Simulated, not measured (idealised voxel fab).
process module | voxel gate over fins
cross-section cut | 295 nm wide | cells 5 nm
A cross-section is a grid of square cells, given in bands from the top down. A band is one or more rows of cells.
Each band's line starts with the height of the band's top and of its bottom, in nm. Then come its materials from left to right, each with its width in nm. One material with "throughout" fills the band from edge to edge. "air" is empty space.
Height 0 is the level under which the wafer as received is all one material. The lowest band goes on downwards, as in "0 down".
A width such as "30 to 40" changes by the same amount from each row of cells to the next, from the band's top row to its bottom row.
"no change" after a step means that no cell of the cross-section changed.
closed voids: empty space of 8 cells or more with no open way to the top, each as width x height at its distance from the left edge, in nm
after a step's settings: what the simulator itself notes on the step
overlay nm, on a step with a mask: how far to the right of its planned place the mask lay; to the left if negative
plan
1 op RECEIVE | material Si
2 op CONFORMAL_DEP | material SiN | thk nm 5
3 op MASKED_ETCH | tone cover | mask id FINS | width nm 15 | pitch nm 40 | etch materials SiN | depth nm 5 | overlay nm 0
4 op MASKED_ETCH | tone cover | mask id FINS | width nm 15 | pitch nm 40 | etch materials Si | depth nm 35 | overlay nm 0
5 op OXIDIZE | depth nm 5
6 op FILL_DEP | material SiO2 | thk nm 15
7 op CMP | height nm 5
8 op SELECTIVE_ETCH | etch materials SiO2 | depth nm 15
9 op STRIP | etch materials SiN
10 op CONFORMAL_DEP | material HfO2 | thk nm 5
11 op CONFORMAL_DEP | material TiN | thk nm 5
12 op CONFORMAL_DEP | material TiAl | thk nm 5
13 op CONFORMAL_DEP | material TiN | thk nm 5
14 op FILL_DEP | material W | thk nm 15
15 op CMP | height nm 30
16 op CONFORMAL_DEP | material SiN | thk nm 10
varied across the wafers: width nm of step 3. The plan shows the first wafer's value. All wafers start alike
first wafer as received, after step 1
  0 down: Si throughout
  closed voids: none
each wafer at the end: cells of each material gained (+) or lost (-) since it was received, then its closed voids
width nm 15 | +67 HfO2 | -456 Si | +118 SiN | +342 SiO2 | +67 TiAl | +132 TiN | +202 W | closed voids: none
width nm 20 | +67 HfO2 | -440 Si | +118 SiN | +330 SiO2 | +67 TiAl | +130 TiN | +200 W | closed voids: none
width nm 25 | +67 HfO2 | -424 Si | +118 SiN | +318 SiO2 | +65 TiAl | +130 TiN | +198 W | closed voids: none
